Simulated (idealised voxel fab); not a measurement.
The name of this process module is voxel gate over fins.
Shown is cross-section cut, with a width of 230 nm and square cells of size 5 nm.
Format of a cross-section: grid, square cells. Given as bands. Order: top down. Band: one or more rows of cells. Band: top height; bottom height; in nm. Then, left to right: material with width in nm, for each material. "full width": a single material spanning edge to edge. "empty": empty space. Height is counted from the level 0, under which the received wafer is composed throughout of one material. The lowest of the bands is not closed at the bottom but continues downward, in the notation "0 -> down". The width entry "30->40" should be interpreted row by row: the top row of cells in the band takes the first number, the bottom row takes the second number, and the change between adjacent rows is uniform throughout. The cross-section has no changed cell in any step marked "changes: none". Listed in "Closed cavities": every empty space of 8 or more cells without an open way to the top. Form: width x height at distance, the distance being from the left edge, all in nm. If you see something after the settings on a step's line, that's the simulator's own remark about that step. What "overlay nm" on a step's line means: if the step has a mask, that mask lay this far to the right of its planned place, or, when the value is negative, to the left.

This section lists the process steps that were planned:
1,op RECEIVE | material Si
2,op CONFORMAL_DEP | material SiN | thk nm 10
3,op PATTERN | tone cover | mask id FINS | material resist | width nm 15 | pitch nm 50 | thk nm 15 | overlay nm 0
4,op DIRECTIONAL_ETCH | etch materials SiN | depth nm 10
5,op DIRECTIONAL_ETCH | etch materials Si | depth nm 35
6,op STRIP | etch materials resist
7,op OXIDIZE | depth nm 5
8,op FILL_DEP | material SiO2 | thk nm 5
9,op CMP | height nm 10
10,op DIRECTIONAL_DEP | material aC | thk nm 10
11,op PATTERN | tone open | mask id RAIL | material resist | width nm 15 | thk nm 30 | overlay nm 0
12,op DIRECTIONAL_ETCH | etch materials aC | depth nm 10
13,op STRIP | etch materials resist
14,op DIRECTIONAL_ETCH | etch materials SiO2 | depth nm 40
15,op STRIP | etch materials aC
16,op CONFORMAL_DEP | material TiN | thk nm 5
17,op FILL_DEP | material W | thk nm 10
18,op CMP | height nm 10
19,op SELECTIVE_ETCH | etch materials W Ru TiN | depth nm 25
20,op FILL_DEP | material SiO2 | thk nm 5
21,op CMP | height nm 10
22,op SELECTIVE_ETCH | etch materials SiO2 | depth nm 20
23,op STRIP | etch materials SiN
24,op CONFORMAL_DEP | material HfO2 | thk nm 5
25,op CONFORMAL_DEP | material TiN | thk nm 5
26,op CONFORMAL_DEP | material TiAl | thk nm 5
27,op CONFORMAL_DEP | material TiN | thk nm 5
28,op FILL_DEP | material W | thk nm 15
29,op CMP | height nm 30
30,op CONFORMAL_DEP | material SiCN | thk nm 5

Here's what the wafer looked like in cross-section when it arrived - that's after step 1:
0 -> down | Si full width
Closed cavities: none

Look at the cross-section after the module: the wafer started out the way shown above and the plan was the one shown above, yet one mistake was made along the way:
35 -> 30 | SiCN full width
30 -> 20 | W full width
20 -> 15 | 40 W | 45 TiN | 5 W | 45 TiN | 5 W | 45 TiN | 45 W
15 -> 10 | 40 W | 5 TiN | 35 TiAl | 5 TiN | 5 W | 5 TiN | 35 TiAl | 5 TiN | 5 W | 5 TiN | 35 TiAl | 5 TiN | 45 W
10 -> 5 | 45 TiN | 5 TiAl | 25 TiN | 5 TiAl | 15 TiN | 5 TiAl | 25 TiN | 5 TiAl | 15 TiN | 5 TiAl | 25 TiN | 5 TiAl | 50 TiN
5 -> 0 | 50 TiAl | 5 TiN | 15 HfO2 | 5 TiN | 25 TiAl | 5 TiN | 15 HfO2 | 5 TiN | 25 TiAl | 5 TiN | 15 HfO2 | 5 TiN | 55 TiAl
0 -> -5 | 55 TiN | 5 HfO2 | 5 Si | 5 HfO2 | 35 TiN | 5 HfO2 | 5 Si | 5 HfO2 | 35 TiN | 5 HfO2 | 5 Si | 5 HfO2 | 60 TiN
-5 -> -10 | 60 HfO2 | 5 Si | 45 HfO2 | 5 Si | 45 HfO2 | 5 Si | 65 HfO2
-10 -> -15 | 60 SiO2 | 5 Si | 45 SiO2 | 5 Si | 45 SiO2 | 5 Si | 65 SiO2
-15 -> -25 | 50 W | 5 TiN | 5 SiO2 | 5 Si | 5 SiO2 | 10 TiN | 15 SiO2 | 10 TiN | 5 SiO2 | 5 Si | 5 SiO2 | 5 TiN | 25 W | 5 TiN | 5 SiO2 | 5 Si | 5 SiO2 | 5 TiN | 55 W
-25 -> -30 | 55 TiN | 5 SiO2 | 5 Si | 5 SiO2 | 10 TiN | 15 SiO2 | 10 TiN | 5 SiO2 | 5 Si | 5 SiO2 | 35 TiN | 5 SiO2 | 5 Si | 5 SiO2 | 60 TiN
-30 -> -40 | 60 SiO2 | 5 Si | 45 SiO2 | 5 Si | 45 SiO2 | 5 Si | 65 SiO2
-40 -> down | Si full width
Closed cavities: none
So what did we get wrong on this run? step 11 changed vs plan, executed as op PATTERN | tone cover | mask id RAIL | material resist | width nm 15 | thk nm 30 | overlay nm 0
